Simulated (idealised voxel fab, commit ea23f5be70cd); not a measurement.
process module | voxel transistor to metal
cross-section cut | 150 nm wide | cells 5 nm
A cross-section is a grid of square cells, given in bands from the top down. A band is one or more rows of cells.
Each band's line starts with the height of the band's top and of its bottom, in nm. Then come its materials from left to right, each with its width in nm. One material with "throughout" fills the band from edge to edge. "air" is empty space.
Height 0 is the level under which the wafer as received is all one material. The lowest band goes on downwards, as in "0 down".
A width such as "30 to 40" changes by the same amount from each row of cells to the next, from the band's top row to its bottom row.
"no change" after a step means that no cell of the cross-section changed.
closed voids: empty space of 8 cells or more with no open way to the top, each as width x height at its distance from the left edge, in nm
after a step's settings: what the simulator itself notes on the step
overlay nm, on a step with a mask: how far to the right of its planned place the mask lay; to the left if negative
plan
1 op RECEIVE | material Si
2 op CONFORMAL_DEP | material SiO2 | thk nm 5
3 op CONFORMAL_DEP | material SiN | thk nm 10
4 op DIRECTIONAL_DEP | material aC | thk nm 15
5 op PATTERN | tone cover | mask id ACTIVE | material resist | width nm 115 | thk nm 35 | overlay nm 0
6 op DIRECTIONAL_ETCH | etch materials aC | depth nm 15
7 op STRIP | etch materials resist
8 op DIRECTIONAL_ETCH | etch materials SiN | depth nm 10
9 op DIRECTIONAL_ETCH | etch materials SiO2 | depth nm 5
10 op DIRECTIONAL_ETCH | etch materials Si | depth nm 35
11 op STRIP | etch materials aC
12 op FILL_DEP | material SiO2 | thk nm 10
13 op CMP | height nm 15
14 op SELECTIVE_ETCH | etch materials SiO2 | depth nm 5
15 op STRIP | etch materials SiN
16 op SELECTIVE_ETCH | etch materials SiO2 | depth nm 5
17 op OXIDIZE | depth nm 5
18 op DIRECTIONAL_DEP | material polySi | thk nm 30
19 op DIRECTIONAL_DEP | material SiCN | thk nm 15
20 op DIRECTIONAL_DEP | material aC | thk nm 15
21 op PATTERN | tone cover | mask id GATE | material resist | width nm 35 | thk nm 35 | overlay nm 0
22 op DIRECTIONAL_ETCH | etch materials aC | depth nm 15
23 op STRIP | etch materials resist
24 op DIRECTIONAL_ETCH | etch materials SiCN | depth nm 25
25 op DIRECTIONAL_ETCH | etch materials polySi | depth nm 40
26 op STRIP | etch materials aC
27 op CONFORMAL_DEP | material SiN | thk nm 10
28 op DIRECTIONAL_ETCH | etch materials SiN | depth nm 10
29 op DIRECTIONAL_ETCH | etch materials SiO2 | depth nm 5
30 op DIRECTIONAL_ETCH | etch materials Si | depth nm 15
31 op EPI | material pSi | thk nm 15
32 op FILL_DEP | material SiO2 | thk nm 5
33 op CMP | height nm 30
34 op STRIP | etch materials polySi
35 op SELECTIVE_ETCH | etch materials SiO2 | depth nm 5
36 op CONFORMAL_DEP | material HfO2 | thk nm 5
37 op CONFORMAL_DEP | material TiN | thk nm 5
38 op FILL_DEP | material W | thk nm 5
39 op CMP | height nm 25
40 op DIRECTIONAL_DEP | material SiO2 | thk nm 10
41 op DIRECTIONAL_DEP | material aC | thk nm 15
42 op PATTERN | tone open | mask id CONTACT | material resist | width nm 15 | pitch nm 90 | thk nm 35 | overlay nm 0
43 op DIRECTIONAL_ETCH | etch materials aC | depth nm 15
44 op STRIP | etch materials resist
45 op DIRECTIONAL_ETCH | etch materials SiO2 | depth nm 25
46 op STRIP | etch materials aC
47 op CONFORMAL_DEP | material TiN | thk nm 5
48 op FILL_DEP | material Ru | thk nm 10
49 op CMP | height nm 35
50 op DIRECTIONAL_DEP | material TiN | thk nm 5
51 op DIRECTIONAL_DEP | material W | thk nm 20
52 op PATTERN | tone cover | mask id METAL_1 | material resist | width nm 15 | pitch nm 90 | thk nm 20 | overlay nm 0
53 op DIRECTIONAL_ETCH | etch materials W | depth nm 20
54 op DIRECTIONAL_ETCH | etch materials TiN | depth nm 5
55 op STRIP | etch materials resist
56 op CONFORMAL_DEP | material SiN | thk nm 5
57 op FILL_DEP | material lowk | thk nm 10
58 op CMP | height nm 60
59 op CONFORMAL_DEP | material SiCN | thk nm 5
60 op DIRECTIONAL_DEP | material lowk | thk nm 25
61 op MASKED_ETCH | tone open | mask id METAL_2 | width nm 15 | pitch nm 90 | etch materials lowk | depth nm 15 | overlay nm 0
62 op MASKED_ETCH | tone open | mask id METAL_2_HOLES | width nm 15 | pitch nm 90 | etch materials lowk | depth nm 10 | overlay nm 0
63 op MASKED_ETCH | tone open | mask id METAL_2_HOLES | width nm 15 | pitch nm 90 | etch materials SiCN | depth nm 5 | overlay nm 0
64 op CONFORMAL_DEP | material TiN | thk nm 5
65 op FILL_DEP | material Ru | thk nm 5
66 op CMP | height nm 90
67 op CONFORMAL_DEP | material SiCN | thk nm 5
first wafer, as planned
as received, after step 1
  0 down: Si throughout
  closed voids: none
after step 2
  5 to 0: SiO2 throughout
  below 0: unchanged
after step 3
  15 to 5: SiN throughout
  below 5: unchanged
after step 4
  30 to 15: aC throughout
  below 15: unchanged
after step 5
  65 to 30: air 15 | resist 115 | air 20
  below 30: unchanged
after step 6
  50 to 30: air 15 | resist 115 | air 20
  30 to 15: air 15 | aC 115 | air 20
  below 15: unchanged
after step 7
  30 to 15: air 15 | aC 115 | air 20
  below 15: unchanged
after step 8
  30 to 15: air 15 | aC 115 | air 20
  15 to 5: air 15 | SiN 115 | air 20
  below 5: unchanged
after step 9
  30 to 15: air 15 | aC 115 | air 20
  15 to 5: air 15 | SiN 115 | air 20
  5 to 0: air 15 | SiO2 115 | air 20
  below 0: unchanged
after step 10
  30 to 15: air 15 | aC 115 | air 20
  15 to 5: air 15 | SiN 115 | air 20
  5 to 0: air 15 | SiO2 115 | air 20
  0 to -35: air 15 | Si 115 | air 20
  below -35: unchanged
after step 11
  15 to 5: air 15 | SiN 115 | air 20
  below 5: unchanged
after step 12
  25 to 15: SiO2 throughout
  15 to 5: SiO2 15 | SiN 115 | SiO2 20
  5 to 0: SiO2 throughout
  0 to -35: SiO2 15 | Si 115 | SiO2 20
  below -35: unchanged
after step 13
  15 to 5: SiO2 15 | SiN 115 | SiO2 20
  below 5: unchanged
after step 14
  15 to 10: air 15 | SiN 115 | air 20
  below 10: unchanged
after step 15
  10 to 5: SiO2 15 | air 115 | SiO2 20
  below 5: unchanged
after step 16
  5 to 0: SiO2 10 | air 125 | SiO2 15
  below 0: unchanged
after step 17
  5 to 0: SiO2 10 | air 125 | SiO2 15
  0 to -5: SiO2 throughout
  below -5: unchanged
after step 18
  35 to 30: polySi 10 | air 125 | polySi 15
  30 to 5: polySi throughout
  5 to 0: SiO2 10 | polySi 125 | SiO2 15
  below 0: unchanged
after step 19
  50 to 45: SiCN 10 | air 125 | SiCN 15
  45 to 35: SiCN throughout
  35 to 30: polySi 10 | SiCN 125 | polySi 15
  below 30: unchanged
after step 20
  65 to 60: aC 10 | air 125 | aC 15
  60 to 50: aC throughout
  50 to 45: SiCN 10 | aC 125 | SiCN 15
  below 45: unchanged
after step 21
  100 to 65: air 55 | resist 35 | air 60
  65 to 60: aC 10 | air 45 | resist 35 | air 45 | aC 15
  below 60: unchanged
after step 22
  85 to 60: air 55 | resist 35 | air 60
  60 to 50: air 55 | aC 35 | air 60
  50 to 45: SiCN 10 | air 45 | aC 35 | air 45 | SiCN 15
  below 45: unchanged
after step 23
  60 to 50: air 55 | aC 35 | air 60
  below 50: unchanged
after step 24
  60 to 45: air 55 | aC 35 | air 60
  45 to 35: air 55 | SiCN 35 | air 60
  35 to 30: polySi 10 | air 45 | SiCN 35 | air 45 | polySi 15
  below 30: unchanged
after step 25
  60 to 45: air 55 | aC 35 | air 60
  45 to 30: air 55 | SiCN 35 | air 60
  30 to 5: air 55 | polySi 35 | air 60
  5 to 0: SiO2 10 | air 45 | polySi 35 | air 45 | SiO2 15
  below 0: unchanged
after step 26
  45 to 30: air 55 | SiCN 35 | air 60
  below 30: unchanged
after step 27
  55 to 45: air 45 | SiN 55 | air 50
  45 to 30: air 45 | SiN 10 | SiCN 35 | SiN 10 | air 50
  30 to 15: air 45 | SiN 10 | polySi 35 | SiN 10 | air 50
  15 to 10: SiN 20 | air 25 | SiN 10 | polySi 35 | SiN 10 | air 25 | SiN 25
  10 to 5: SiN 55 | polySi 35 | SiN 60
  5 to 0: SiO2 10 | SiN 45 | polySi 35 | SiN 45 | SiO2 15
  below 0: unchanged
after step 28
  45 to 30: air 45 | SiN 10 | SiCN 35 | SiN 10 | air 50
  30 to 5: air 45 | SiN 10 | polySi 35 | SiN 10 | air 50
  5 to 0: SiO2 10 | SiN 10 | air 25 | SiN 10 | polySi 35 | SiN 10 | air 25 | SiN 10 | SiO2 15
  below 0: unchanged
after step 29
  45 to 30: air 45 | SiN 10 | SiCN 35 | SiN 10 | air 50
  30 to 5: air 45 | SiN 10 | polySi 35 | SiN 10 | air 50
  5 to 0: air 10 | SiN 10 | air 25 | SiN 10 | polySi 35 | SiN 10 | air 25 | SiN 10 | air 15
  0 to -5: SiO2 20 | air 25 | SiO2 55 | air 25 | SiO2 25
  below -5: unchanged
after step 30
  45 to 30: air 45 | SiN 10 | SiCN 35 | SiN 10 | air 50
  30 to 5: air 45 | SiN 10 | polySi 35 | SiN 10 | air 50
  5 to 0: air 10 | SiN 10 | air 25 | SiN 10 | polySi 35 | SiN 10 | air 25 | SiN 10 | air 15
  0 to -5: SiO2 20 | air 25 | SiO2 55 | air 25 | SiO2 25
  -5 to -20: SiO2 15 | Si 5 | air 25 | Si 55 | air 25 | Si 5 | SiO2 20
  below -20: unchanged
after step 31
  45 to 30: air 45 | SiN 10 | SiCN 35 | SiN 10 | air 50
  30 to 10: air 45 | SiN 10 | polySi 35 | SiN 10 | air 50
  10 to 5: air 15 | pSi 30 | SiN 10 | polySi 35 | SiN 10 | pSi 30 | air 20
  5 to 0: air 10 | SiN 10 | pSi 25 | SiN 10 | polySi 35 | SiN 10 | pSi 25 | SiN 10 | air 15
  0 to -5: SiO2 20 | pSi 25 | SiO2 55 | pSi 25 | SiO2 25
  -5 to -20: SiO2 15 | Si 5 | pSi 25 | Si 55 | pSi 25 | Si 5 | SiO2 20
  below -20: unchanged
after step 32
  50 to 45: SiO2 throughout
  45 to 30: SiO2 45 | SiN 10 | SiCN 35 | SiN 10 | SiO2 50
  30 to 10: SiO2 45 | SiN 10 | polySi 35 | SiN 10 | SiO2 50
  10 to 5: SiO2 15 | pSi 30 | SiN 10 | polySi 35 | SiN 10 | pSi 30 | SiO2 20
  5 to 0: SiO2 10 | SiN 10 | pSi 25 | SiN 10 | polySi 35 | SiN 10 | pSi 25 | SiN 10 | SiO2 15
  below 0: unchanged
after step 33
  30 to 10: SiO2 45 | SiN 10 | polySi 35 | SiN 10 | SiO2 50
  below 10: unchanged
after step 34
  30 to 10: SiO2 45 | SiN 10 | air 35 | SiN 10 | SiO2 50
  10 to 5: SiO2 15 | pSi 30 | SiN 10 | air 35 | SiN 10 | pSi 30 | SiO2 20
  5 to 0: SiO2 10 | SiN 10 | pSi 25 | SiN 10 | air 35 | SiN 10 | pSi 25 | SiN 10 | SiO2 15
  below 0: unchanged
after step 35
  30 to 25: air 45 | SiN 10 | air 35 | SiN 10 | air 50
  25 to 10: SiO2 45 | SiN 10 | air 35 | SiN 10 | SiO2 50
  10 to 5: SiO2 15 | pSi 30 | SiN 10 | air 35 | SiN 10 | pSi 30 | SiO2 20
  5 to 0: SiO2 10 | SiN 10 | pSi 25 | SiN 10 | air 35 | SiN 10 | pSi 25 | SiN 10 | SiO2 15
  0 to -5: SiO2 20 | pSi 25 | SiO2 5 | air 45 | SiO2 5 | pSi 25 | SiO2 25
  below -5: unchanged
after step 36
  35 to 30: air 40 | HfO2 20 | air 25 | HfO2 20 | air 45
  30 to 25: HfO2 45 | SiN 10 | HfO2 5 | air 25 | HfO2 5 | SiN 10 | HfO2 50
  25 to 10: SiO2 45 | SiN 10 | HfO2 5 | air 25 | HfO2 5 | SiN 10 | SiO2 50
  10 to 5: SiO2 15 | pSi 30 | SiN 10 | HfO2 5 | air 25 | HfO2 5 | SiN 10 | pSi 30 | SiO2 20
  5 to 0: SiO2 10 | SiN 10 | pSi 25 | SiN 10 | HfO2 5 | air 25 | HfO2 5 | SiN 10 | pSi 25 | SiN 10 | SiO2 15
  0 to -5: SiO2 20 | pSi 25 | SiO2 5 | HfO2 45 | SiO2 5 | pSi 25 | SiO2 25
  below -5: unchanged
after step 37
  40 to 35: air 35 | TiN 30 | air 15 | TiN 30 | air 40
  35 to 30: TiN 40 | HfO2 20 | TiN 5 | air 15 | TiN 5 | HfO2 20 | TiN 45
  30 to 25: HfO2 45 | SiN 10 | HfO2 5 | TiN 5 | air 15 | TiN 5 | HfO2 5 | SiN 10 | HfO2 50
  25 to 10: SiO2 45 | SiN 10 | HfO2 5 | TiN 5 | air 15 | TiN 5 | HfO2 5 | SiN 10 | SiO2 50
  10 to 5: SiO2 15 | pSi 30 | SiN 10 | HfO2 5 | TiN 5 | air 15 | TiN 5 | HfO2 5 | SiN 10 | pSi 30 | SiO2 20
  5 to 0: SiO2 10 | SiN 10 | pSi 25 | SiN 10 | HfO2 5 | TiN 25 | HfO2 5 | SiN 10 | pSi 25 | SiN 10 | SiO2 15
  below 0: unchanged
after step 38
  45 to 40: W throughout
  40 to 35: W 35 | TiN 30 | W 15 | TiN 30 | W 40
  35 to 30: TiN 40 | HfO2 20 | TiN 5 | W 15 | TiN 5 | HfO2 20 | TiN 45
  30 to 25: HfO2 45 | SiN 10 | HfO2 5 | TiN 5 | W 15 | TiN 5 | HfO2 5 | SiN 10 | HfO2 50
  25 to 10: SiO2 45 | SiN 10 | HfO2 5 | TiN 5 | W 15 | TiN 5 | HfO2 5 | SiN 10 | SiO2 50
  10 to 5: SiO2 15 | pSi 30 | SiN 10 | HfO2 5 | TiN 5 | W 15 | TiN 5 | HfO2 5 | SiN 10 | pSi 30 | SiO2 20
  below 5: unchanged
after step 39
  25 to 10: SiO2 45 | SiN 10 | HfO2 5 | TiN 5 | W 15 | TiN 5 | HfO2 5 | SiN 10 | SiO2 50
  below 10: unchanged
after step 40
  35 to 25: SiO2 throughout
  below 25: unchanged
after step 41
  50 to 35: aC throughout
  below 35: unchanged
after step 42
  85 to 50: resist 20 | air 15 | resist 75 | air 15 | resist 25
  below 50: unchanged
after step 43
  70 to 50: resist 20 | air 15 | resist 75 | air 15 | resist 25
  50 to 35: aC 20 | air 15 | aC 75 | air 15 | aC 25
  below 35: unchanged
after step 44
  50 to 35: aC 20 | air 15 | aC 75 | air 15 | aC 25
  below 35: unchanged
after step 45
  50 to 35: aC 20 | air 15 | aC 75 | air 15 | aC 25
  35 to 25: SiO2 20 | air 15 | SiO2 75 | air 15 | SiO2 25
  25 to 10: SiO2 20 | air 15 | SiO2 10 | SiN 10 | HfO2 5 | TiN 5 | W 15 | TiN 5 | HfO2 5 | SiN 10 | SiO2 10 | air 15 | SiO2 25
  below 10: unchanged
after step 46
  35 to 25: SiO2 20 | air 15 | SiO2 75 | air 15 | SiO2 25
  below 25: unchanged
after step 47
  40 to 35: TiN 25 | air 5 | TiN 85 | air 5 | TiN 30
  35 to 25: SiO2 20 | TiN 5 | air 5 | TiN 5 | SiO2 75 | TiN 5 | air 5 | TiN 5 | SiO2 25
  25 to 15: SiO2 20 | TiN 5 | air 5 | TiN 5 | SiO2 10 | SiN 10 | HfO2 5 | TiN 5 | W 15 | TiN 5 | HfO2 5 | SiN 10 | SiO2 10 | TiN 5 | air 5 | TiN 5 | SiO2 25
  15 to 10: SiO2 20 | TiN 15 | SiO2 10 | SiN 10 | HfO2 5 | TiN 5 | W 15 | TiN 5 | HfO2 5 | SiN 10 | SiO2 10 | TiN 15 | SiO2 25
  below 10: unchanged
after step 48
  50 to 40: Ru throughout
  40 to 35: TiN 25 | Ru 5 | TiN 85 | Ru 5 | TiN 30
  35 to 25: SiO2 20 | TiN 5 | Ru 5 | TiN 5 | SiO2 75 | TiN 5 | Ru 5 | TiN 5 | SiO2 25
  25 to 15: SiO2 20 | TiN 5 | Ru 5 | TiN 5 | SiO2 10 | SiN 10 | HfO2 5 | TiN 5 | W 15 | TiN 5 | HfO2 5 | SiN 10 | SiO2 10 | TiN 5 | Ru 5 | TiN 5 | SiO2 25
  below 15: unchanged
after step 49
  35 to 25: SiO2 20 | TiN 5 | Ru 5 | TiN 5 | SiO2 75 | TiN 5 | Ru 5 | TiN 5 | SiO2 25
  below 25: unchanged
after step 50
  40 to 35: TiN throughout
  below 35: unchanged
after step 51
  60 to 40: W throughout
  below 40: unchanged
after step 52
  80 to 60: air 20 | resist 15 | air 75 | resist 15 | air 25
  below 60: unchanged
after step 53
  80 to 60: air 20 | resist 15 | air 75 | resist 15 | air 25
  60 to 40: air 20 | W 15 | air 75 | W 15 | air 25
  below 40: unchanged
after step 54
  80 to 60: air 20 | resist 15 | air 75 | resist 15 | air 25
  60 to 40: air 20 | W 15 | air 75 | W 15 | air 25
  40 to 35: air 20 | TiN 15 | air 75 | TiN 15 | air 25
  below 35: unchanged
after step 55
  60 to 40: air 20 | W 15 | air 75 | W 15 | air 25
  below 40: unchanged
after step 56
  65 to 60: air 15 | SiN 25 | air 65 | SiN 25 | air 20
  60 to 40: air 15 | SiN 5 | W 15 | SiN 5 | air 65 | SiN 5 | W 15 | SiN 5 | air 20
  40 to 35: SiN 20 | TiN 15 | SiN 75 | TiN 15 | SiN 25
  below 35: unchanged
after step 57
  75 to 65: lowk throughout
  65 to 60: lowk 15 | SiN 25 | lowk 65 | SiN 25 | lowk 20
  60 to 40: lowk 15 | SiN 5 | W 15 | SiN 5 | lowk 65 | SiN 5 | W 15 | SiN 5 | lowk 20
  below 40: unchanged
after step 58
  60 to 40: lowk 15 | SiN 5 | W 15 | SiN 5 | lowk 65 | SiN 5 | W 15 | SiN 5 | lowk 20
  below 40: unchanged
after step 59
  65 to 60: SiCN throughout
  below 60: unchanged
after step 60
  90 to 65: lowk throughout
  below 65: unchanged
after step 61
  90 to 75: lowk 20 | air 15 | lowk 75 | air 15 | lowk 25
  below 75: unchanged
after step 62
  90 to 65: lowk 20 | air 15 | lowk 75 | air 15 | lowk 25
  below 65: unchanged
after step 63
  90 to 65: lowk 20 | air 15 | lowk 75 | air 15 | lowk 25
  65 to 60: SiCN 20 | air 15 | SiCN 75 | air 15 | SiCN 25
  below 60: unchanged
after step 64
  95 to 90: TiN 25 | air 5 | TiN 85 | air 5 | TiN 30
  90 to 65: lowk 20 | TiN 5 | air 5 | TiN 5 | lowk 75 | TiN 5 | air 5 | TiN 5 | lowk 25
  65 to 60: SiCN 20 | TiN 15 | SiCN 75 | TiN 15 | SiCN 25
  below 60: unchanged
after step 65
  100 to 95: Ru throughout
  95 to 90: TiN 25 | Ru 5 | TiN 85 | Ru 5 | TiN 30
  90 to 65: lowk 20 | TiN 5 | Ru 5 | TiN 5 | lowk 75 | TiN 5 | Ru 5 | TiN 5 | lowk 25
  below 65: unchanged
after step 66
  90 to 65: lowk 20 | TiN 5 | Ru 5 | TiN 5 | lowk 75 | TiN 5 | Ru 5 | TiN 5 | lowk 25
  below 65: unchanged
after step 67
  95 to 90: SiCN throughout
  below 90: unchanged
second wafer: like start, like plan, one mistake. Through step 29 it matches the first wafer
when step 30 should have ended
  45 to 30: air 45 | SiN 10 | SiCN 35 | SiN 10 | air 50
  30 to 5: air 45 | SiN 10 | polySi 35 | SiN 10 | air 50
  5 to 0: air 10 | SiN 10 | air 25 | SiN 10 | polySi 35 | SiN 10 | air 25 | SiN 10 | air 15
  0 to -5: SiO2 20 | air 25 | SiO2 55 | air 25 | SiO2 25
  -5 to -35: SiO2 15 | Si 5 | air 25 | Si 55 | air 25 | Si 5 | SiO2 20
  below -35: unchanged
when step 31 should have ended
  45 to 30: air 45 | SiN 10 | SiCN 35 | SiN 10 | air 50
  30 to 10: air 45 | SiN 10 | polySi 35 | SiN 10 | air 50
  10 to 5: air 15 | pSi 30 | SiN 10 | polySi 35 | SiN 10 | pSi 30 | air 20
  5 to 0: air 10 | SiN 10 | pSi 25 | SiN 10 | polySi 35 | SiN 10 | pSi 25 | SiN 10 | air 15
  0 to -5: SiO2 20 | pSi 25 | SiO2 55 | pSi 25 | SiO2 25
  -5 to -35: SiO2 15 | Si 5 | pSi 25 | Si 55 | pSi 25 | Si 5 | SiO2 20
  below -35: unchanged
when step 32 should have ended
  50 to 45: SiO2 throughout
  45 to 30: SiO2 45 | SiN 10 | SiCN 35 | SiN 10 | SiO2 50
  30 to 10: SiO2 45 | SiN 10 | polySi 35 | SiN 10 | SiO2 50
  10 to 5: SiO2 15 | pSi 30 | SiN 10 | polySi 35 | SiN 10 | pSi 30 | SiO2 20
  5 to 0: SiO2 10 | SiN 10 | pSi 25 | SiN 10 | polySi 35 | SiN 10 | pSi 25 | SiN 10 | SiO2 15
  below 0: unchanged
when step 33 should have ended
  30 to 10: SiO2 45 | SiN 10 | polySi 35 | SiN 10 | SiO2 50
  below 10: unchanged
when step 34 should have ended
  30 to 10: SiO2 45 | SiN 10 | air 35 | SiN 10 | SiO2 50
  10 to 5: SiO2 15 | pSi 30 | SiN 10 | air 35 | SiN 10 | pSi 30 | SiO2 20
  5 to 0: SiO2 10 | SiN 10 | pSi 25 | SiN 10 | air 35 | SiN 10 | pSi 25 | SiN 10 | SiO2 15
  below 0: unchanged
when step 35 should have ended
  30 to 25: air 45 | SiN 10 | air 35 | SiN 10 | air 50
  25 to 10: SiO2 45 | SiN 10 | air 35 | SiN 10 | SiO2 50
  10 to 5: SiO2 15 | pSi 30 | SiN 10 | air 35 | SiN 10 | pSi 30 | SiO2 20
  5 to 0: SiO2 10 | SiN 10 | pSi 25 | SiN 10 | air 35 | SiN 10 | pSi 25 | SiN 10 | SiO2 15
  0 to -5: SiO2 20 | pSi 25 | SiO2 5 | air 45 | SiO2 5 | pSi 25 | SiO2 25
  below -5: unchanged
when step 36 should have ended
  35 to 30: air 40 | HfO2 20 | air 25 | HfO2 20 | air 45
  30 to 25: HfO2 45 | SiN 10 | HfO2 5 | air 25 | HfO2 5 | SiN 10 | HfO2 50
  25 to 10: SiO2 45 | SiN 10 | HfO2 5 | air 25 | HfO2 5 | SiN 10 | SiO2 50
  10 to 5: SiO2 15 | pSi 30 | SiN 10 | HfO2 5 | air 25 | HfO2 5 | SiN 10 | pSi 30 | SiO2 20
  5 to 0: SiO2 10 | SiN 10 | pSi 25 | SiN 10 | HfO2 5 | air 25 | HfO2 5 | SiN 10 | pSi 25 | SiN 10 | SiO2 15
  0 to -5: SiO2 20 | pSi 25 | SiO2 5 | HfO2 45 | SiO2 5 | pSi 25 | SiO2 25
  below -5: unchanged
when step 37 should have ended
  40 to 35: air 35 | TiN 30 | air 15 | TiN 30 | air 40
  35 to 30: TiN 40 | HfO2 20 | TiN 5 | air 15 | TiN 5 | HfO2 20 | TiN 45
  30 to 25: HfO2 45 | SiN 10 | HfO2 5 | TiN 5 | air 15 | TiN 5 | HfO2 5 | SiN 10 | HfO2 50
  25 to 10: SiO2 45 | SiN 10 | HfO2 5 | TiN 5 | air 15 | TiN 5 | HfO2 5 | SiN 10 | SiO2 50
  10 to 5: SiO2 15 | pSi 30 | SiN 10 | HfO2 5 | TiN 5 | air 15 | TiN 5 | HfO2 5 | SiN 10 | pSi 30 | SiO2 20
  5 to 0: SiO2 10 | SiN 10 | pSi 25 | SiN 10 | HfO2 5 | TiN 25 | HfO2 5 | SiN 10 | pSi 25 | SiN 10 | SiO2 15
  below 0: unchanged
when step 38 should have ended
  45 to 40: W throughout
  40 to 35: W 35 | TiN 30 | W 15 | TiN 30 | W 40
  35 to 30: TiN 40 | HfO2 20 | TiN 5 | W 15 | TiN 5 | HfO2 20 | TiN 45
  30 to 25: HfO2 45 | SiN 10 | HfO2 5 | TiN 5 | W 15 | TiN 5 | HfO2 5 | SiN 10 | HfO2 50
  25 to 10: SiO2 45 | SiN 10 | HfO2 5 | TiN 5 | W 15 | TiN 5 | HfO2 5 | SiN 10 | SiO2 50
  10 to 5: SiO2 15 | pSi 30 | SiN 10 | HfO2 5 | TiN 5 | W 15 | TiN 5 | HfO2 5 | SiN 10 | pSi 30 | SiO2 20
  below 5: unchanged
when step 39 should have ended
  25 to 10: SiO2 45 | SiN 10 | HfO2 5 | TiN 5 | W 15 | TiN 5 | HfO2 5 | SiN 10 | SiO2 50
  below 10: unchanged
when step 40 should have ended
  35 to 25: SiO2 throughout
  below 25: unchanged
when step 41 should have ended
  50 to 35: aC throughout
  below 35: unchanged
when step 42 should have ended
  85 to 50: resist 20 | air 15 | resist 75 | air 15 | resist 25
  below 50: unchanged
when step 43 should have ended
  70 to 50: resist 20 | air 15 | resist 75 | air 15 | resist 25
  50 to 35: aC 20 | air 15 | aC 75 | air 15 | aC 25
  below 35: unchanged
when step 44 should have ended
  50 to 35: aC 20 | air 15 | aC 75 | air 15 | aC 25
  below 35: unchanged
when step 45 should have ended
  50 to 35: aC 20 | air 15 | aC 75 | air 15 | aC 25
  35 to 25: SiO2 20 | air 15 | SiO2 75 | air 15 | SiO2 25
  25 to 10: SiO2 20 | air 15 | SiO2 10 | SiN 10 | HfO2 5 | TiN 5 | W 15 | TiN 5 | HfO2 5 | SiN 10 | SiO2 10 | air 15 | SiO2 25
  below 10: unchanged
when step 46 should have ended
  35 to 25: SiO2 20 | air 15 | SiO2 75 | air 15 | SiO2 25
  below 25: unchanged
when step 47 should have ended
  40 to 35: TiN 25 | air 5 | TiN 85 | air 5 | TiN 30
  35 to 25: SiO2 20 | TiN 5 | air 5 | TiN 5 | SiO2 75 | TiN 5 | air 5 | TiN 5 | SiO2 25
  25 to 15: SiO2 20 | TiN 5 | air 5 | TiN 5 | SiO2 10 | SiN 10 | HfO2 5 | TiN 5 | W 15 | TiN 5 | HfO2 5 | SiN 10 | SiO2 10 | TiN 5 | air 5 | TiN 5 | SiO2 25
  15 to 10: SiO2 20 | TiN 15 | SiO2 10 | SiN 10 | HfO2 5 | TiN 5 | W 15 | TiN 5 | HfO2 5 | SiN 10 | SiO2 10 | TiN 15 | SiO2 25
  below 10: unchanged
when step 48 should have ended
  50 to 40: Ru throughout
  40 to 35: TiN 25 | Ru 5 | TiN 85 | Ru 5 | TiN 30
  35 to 25: SiO2 20 | TiN 5 | Ru 5 | TiN 5 | SiO2 75 | TiN 5 | Ru 5 | TiN 5 | SiO2 25
  25 to 15: SiO2 20 | TiN 5 | Ru 5 | TiN 5 | SiO2 10 | SiN 10 | HfO2 5 | TiN 5 | W 15 | TiN 5 | HfO2 5 | SiN 10 | SiO2 10 | TiN 5 | Ru 5 | TiN 5 | SiO2 25
  below 15: unchanged
when step 49 should have ended
  35 to 25: SiO2 20 | TiN 5 | Ru 5 | TiN 5 | SiO2 75 | TiN 5 | Ru 5 | TiN 5 | SiO2 25
  below 25: unchanged
when step 50 should have ended
  40 to 35: TiN throughout
  below 35: unchanged
when step 51 should have ended
  60 to 40: W throughout
  below 40: unchanged
when step 52 should have ended
  80 to 60: air 20 | resist 15 | air 75 | resist 15 | air 25
  below 60: unchanged
when step 53 should have ended
  80 to 60: air 20 | resist 15 | air 75 | resist 15 | air 25
  60 to 40: air 20 | W 15 | air 75 | W 15 | air 25
  below 40: unchanged
when step 54 should have ended
  80 to 60: air 20 | resist 15 | air 75 | resist 15 | air 25
  60 to 40: air 20 | W 15 | air 75 | W 15 | air 25
  40 to 35: air 20 | TiN 15 | air 75 | TiN 15 | air 25
  below 35: unchanged
when step 55 should have ended
  60 to 40: air 20 | W 15 | air 75 | W 15 | air 25
  below 40: unchanged
when step 56 should have ended
  65 to 60: air 15 | SiN 25 | air 65 | SiN 25 | air 20
  60 to 40: air 15 | SiN 5 | W 15 | SiN 5 | air 65 | SiN 5 | W 15 | SiN 5 | air 20
  40 to 35: SiN 20 | TiN 15 | SiN 75 | TiN 15 | SiN 25
  below 35: unchanged
when step 57 should have ended
  75 to 65: lowk throughout
  65 to 60: lowk 15 | SiN 25 | lowk 65 | SiN 25 | lowk 20
  60 to 40: lowk 15 | SiN 5 | W 15 | SiN 5 | lowk 65 | SiN 5 | W 15 | SiN 5 | lowk 20
  below 40: unchanged
when step 58 should have ended
  60 to 40: lowk 15 | SiN 5 | W 15 | SiN 5 | lowk 65 | SiN 5 | W 15 | SiN 5 | lowk 20
  below 40: unchanged
when step 59 should have ended
  65 to 60: SiCN throughout
  below 60: unchanged
when step 60 should have ended
  90 to 65: lowk throughout
  below 65: unchanged
when step 61 should have ended
  90 to 75: lowk 20 | air 15 | lowk 75 | air 15 | lowk 25
  below 75: unchanged
when step 62 should have ended
  90 to 65: lowk 20 | air 15 | lowk 75 | air 15 | lowk 25
  below 65: unchanged
when step 63 should have ended
  90 to 65: lowk 20 | air 15 | lowk 75 | air 15 | lowk 25
  65 to 60: SiCN 20 | air 15 | SiCN 75 | air 15 | SiCN 25
  below 60: unchanged
when step 64 should have ended
  95 to 90: TiN 25 | air 5 | TiN 85 | air 5 | TiN 30
  90 to 65: lowk 20 | TiN 5 | air 5 | TiN 5 | lowk 75 | TiN 5 | air 5 | TiN 5 | lowk 25
  65 to 60: SiCN 20 | TiN 15 | SiCN 75 | TiN 15 | SiCN 25
  below 60: unchanged
when step 65 should have ended
  100 to 95: Ru throughout
  95 to 90: TiN 25 | Ru 5 | TiN 85 | Ru 5 | TiN 30
  90 to 65: lowk 20 | TiN 5 | Ru 5 | TiN 5 | lowk 75 | TiN 5 | Ru 5 | TiN 5 | lowk 25
  below 65: unchanged
when step 66 should have ended
  90 to 65: lowk 20 | TiN 5 | Ru 5 | TiN 5 | lowk 75 | TiN 5 | Ru 5 | TiN 5 | lowk 25
  below 65: unchanged
when step 67 should have ended
  95 to 90: SiCN throughout
  below 90: unchanged
what went wrong: step 30 was run twice
at the end the second wafer has, in cells: 30 fewer of Si | 30 more of pSi
